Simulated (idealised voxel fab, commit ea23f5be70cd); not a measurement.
process module | voxel self aligned contacts
cross-section cut | 170 nm wide | cells 5 nm
A cross-section is a grid of square cells, given in bands from the top down. A band is one or more rows of cells.
Each band's line starts with the height of the band's top and of its bottom, in nm. Then come its materials from left to right, each with its width in nm. One material with "throughout" fills the band from edge to edge. "air" is empty space.
Height 0 is the level under which the wafer as received is all one material. The lowest band goes on downwards, as in "0 down".
A width such as "30 to 40" changes by the same amount from each row of cells to the next, from the band's top row to its bottom row.
"no change" after a step means that no cell of the cross-section changed.
closed voids: empty space of 8 cells or more with no open way to the top, each as width x height at its distance from the left edge, in nm
after a step's settings: what the simulator itself notes on the step
overlay nm, on a step with a mask: how far to the right of its planned place the mask lay; to the left if negative
plan
1 op RECEIVE | material Si
2 op CONFORMAL_DEP | material SiO2 | thk nm 5
3 op DIRECTIONAL_DEP | material polySi | thk nm 30
4 op DIRECTIONAL_DEP | material SiN | thk nm 15
5 op DIRECTIONAL_DEP | material aC | thk nm 10
6 op PATTERN | tone cover | mask id GATE | material resist | width nm 25 | pitch nm 55 | thk nm 30 | overlay nm 0
7 op DIRECTIONAL_ETCH | etch materials aC | depth nm 10
8 op STRIP | etch materials resist
9 op DIRECTIONAL_ETCH | etch materials SiN | depth nm 15
10 op DIRECTIONAL_ETCH | etch materials polySi | depth nm 30
11 op STRIP | etch materials aC
12 op CONFORMAL_DEP | material SiN | thk nm 5
13 op DIRECTIONAL_ETCH | etch materials SiN | depth nm 5
14 op FILL_DEP | material SiO2 | thk nm 20
15 op CMP | height nm 60
16 op MASKED_ETCH | tone open | mask id CONTACT | width nm 40 | pitch nm 55 | etch materials SiO2 | depth nm 60 | overlay nm 0
17 op CONFORMAL_DEP | material TiN | thk nm 5
18 op FILL_DEP | material W | thk nm 10
19 op CMP | height nm 60
20 op CONFORMAL_DEP | material SiCN | thk nm 5
as received, after step 1
  0 down: Si throughout
  closed voids: none
first wafer at the end, as planned
  65 to 60: SiCN throughout
  60 to 50: SiO2 35 | TiN 5 to 15 | W 30 to 10 | TiN 5 to 15 | SiO2 15 | TiN 5 to 15 | W 30 to 10 | TiN 5 to 15 | SiO2 40
  50 to 35: SiO2 10 | SiN 35 | TiN 5 | W 10 | TiN 5 | SiN 35 | TiN 5 | W 10 | TiN 5 | SiN 35 | SiO2 15
  35 to 5: SiO2 10 | SiN 5 | polySi 25 | SiN 5 | TiN 5 | W 10 | TiN 5 | SiN 5 | polySi 25 | SiN 5 | TiN 5 | W 10 | TiN 5 | SiN 5 | polySi 25 | SiN 5 | SiO2 15
  5 to 0: SiO2 45 | TiN 20 | SiO2 35 | TiN 20 | SiO2 50
  0 down: Si throughout
  closed voids: none
second wafer at the end: like start, like plan, one mistake
  65 to 60: SiCN throughout
  60 to 50: SiO2 35 | TiN 5 | W 30 | TiN 5 | SiO2 15 | TiN 5 | W 30 | TiN 5 | SiO2 40
  50 to 45: SiO2 35 | TiN 15 | W 10 | TiN 15 | SiO2 15 | TiN 15 | W 10 | TiN 15 | SiO2 40
  45 to 30: SiO2 10 | SiN 35 | TiN 5 | W 10 | TiN 5 | SiN 35 | TiN 5 | W 10 | TiN 5 | SiN 35 | SiO2 15
  30 to 5: SiO2 10 | SiN 5 | polySi 25 | SiN 5 | TiN 5 | W 10 | TiN 5 | SiN 5 | polySi 25 | SiN 5 | TiN 5 | W 10 | TiN 5 | SiN 5 | polySi 25 | SiN 5 | SiO2 15
  5 to 0: SiO2 10 | SiN 5 | polySi 25 | SiN 5 | TiN 20 | SiN 5 | polySi 25 | SiN 5 | TiN 20 | SiN 5 | polySi 25 | SiN 5 | SiO2 15
  0 down: Si throughout
  closed voids: none
what went wrong: step 2 was left out
at the end the second wafer has, in cells: 8 fewer of SiO2 | 8 more of W
